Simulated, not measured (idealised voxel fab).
Process module, titled voxel air gaps
Shown is cross-section cut, with a width of 265 nm and square cells of size 5 nm.
A cross-section is a grid of square cells, given in bands from the top down. A band is one or more rows of cells. It is stipulated that each band's entry specify, in nanometres, the height of the top of the band and then that of its bottom, followed by the materials of the band in left-to-right sequence, each together with its width in nanometres. A single material marked by the word "throughout" is understood to fill the band from edge to edge; the word "blank" is understood to denote empty space. Beneath 0, the wafer as received is one material, and that level is where height counting begins. The lowest band goes on downward without a bottom; it is written like "top 0, no bottom". When a width is written as two numbers, as in "30->40", the first number is the width in the top row of cells of the band and the second is the width in its bottom row, and the width changes by the same amount from each row to the next. It should be understood that the words "nothing got changed", when stated for a given step, signify that the cross-section underwent no change in any of its cells during that step. "Closed internal voids" specifies each empty space that is not open to the top and that occupies no fewer than 8 cells, using the form width x height at distance, the distance measured from the left edge and all three quantities in nm. That trailing text on a step's line, after the settings, is the simulator's own remark on the step. The line of a step may include "overlay nm". On a step with a mask, this value is how far to the right of its planned place the mask lay. A negative value means the mask lay to the left.

### Planned step list for the process
step 1: RECEIVE with material Si
step 2: CONFORMAL_DEP with material SiO2, thk nm 10
step 3: CONFORMAL_DEP with material SiCN, thk nm 5
step 4: DIRECTIONAL_DEP with material lowk, thk nm 40
step 5: PATTERN with tone open, mask id LINES, material resist, width nm 20, pitch nm 45, thk nm 15, overlay nm 0
step 6: DIRECTIONAL_ETCH with etch materials lowk, depth nm 40
step 7: STRIP with etch materials resist
step 8: CONFORMAL_DEP with material TiN, thk nm 5
step 9: FILL_DEP with material W, thk nm 5
step 10: CMP with height nm 55
step 11: EPI with material Ru, thk nm 10
step 12: SELECTIVE_ETCH with etch materials lowk, depth nm 50
step 13: CONFORMAL_DEP with material SiCN, thk nm 5

### Wafer at receipt (post step 1), cross-section
> top 0, no bottom  Si throughout
> Closed internal voids: none

### First of two wafers: cross-section at end of module, run per plan
> top 70, bottom 65  blank: 40  SiCN: 185  blank: 40
> top 65, bottom 55  blank: 40  SiCN: 5  Ru: 40  SiCN: 5  Ru: 40  SiCN: 5  Ru: 40  SiCN: 5  Ru: 40  SiCN: 5  blank: 40
> top 55, bottom 50  blank: 40  SiCN: 15  TiN: 5  W: 10  TiN: 5  SiCN: 25  TiN: 5  W: 10  TiN: 5  SiCN: 25  TiN: 5  W: 10  TiN: 5  SiCN: 25  TiN: 5  W: 10  TiN: 5  SiCN: 15  blank: 40
> top 50, bottom 20  blank: 50  SiCN: 5  TiN: 5  W: 10  TiN: 5  SiCN: 5  blank: 15  SiCN: 5  TiN: 5  W: 10  TiN: 5  SiCN: 5  blank: 15  SiCN: 5  TiN: 5  W: 10  TiN: 5  SiCN: 5  blank: 15  SiCN: 5  TiN: 5  W: 10  TiN: 5  SiCN: 5  blank: 50
> top 20, bottom 15  SiCN: 55  TiN: 20  SiCN: 25  TiN: 20  SiCN: 25  TiN: 20  SiCN: 25  TiN: 20  SiCN: 55
> top 15, bottom 10  SiCN throughout
> top 10, bottom 0  SiO2 throughout
> top 0, no bottom  Si throughout
> Closed internal voids: 15 x 30 at 80; 15 x 30 at 125; 15 x 30 at 170

### Cross-section, second wafer: same start as the first, same plan as the first, one mistake in running it; taken at the end of the module
> top 70, bottom 65  blank: 40  SiCN: 185  blank: 40
> top 65, bottom 55  blank: 40  SiCN: 5  Ru: 40  SiCN: 5  Ru: 40  SiCN: 5  Ru: 40  SiCN: 5  Ru: 40  SiCN: 5  blank: 40
> top 55, bottom 50  blank: 40  SiCN: 15  TiN: 5  W: 10  TiN: 5  SiCN: 25  TiN: 5  W: 10  TiN: 5  SiCN: 25  TiN: 5  W: 10  TiN: 5  SiCN: 25  TiN: 5  W: 10  TiN: 5  SiCN: 15  blank: 40
> top 50, bottom 20  blank: 50  SiCN: 5  TiN: 5  W: 10  TiN: 5  SiCN: 5  blank: 15  SiCN: 5  TiN: 5  W: 10  TiN: 5  SiCN: 5  blank: 15  SiCN: 5  TiN: 5  W: 10  TiN: 5  SiCN: 5  blank: 15  SiCN: 5  TiN: 5  W: 10  TiN: 5  SiCN: 5  blank: 50
> top 20, bottom 15  SiCN: 55  TiN: 20  SiCN: 25  TiN: 20  SiCN: 25  TiN: 20  SiCN: 25  TiN: 20  SiCN: 55
> top 15, bottom 5  SiO2 throughout
> top 5, bottom 0  SiCN throughout
> top 0, no bottom  Si throughout
> Closed internal voids: 15 x 30 at 80; 15 x 30 at 125; 15 x 30 at 170
Diagnosis: steps 2 and 3 of the plan were each performed in the slot designated for the other
The two final wafers agree on how many cells each material fills and disagree on which cells those are.
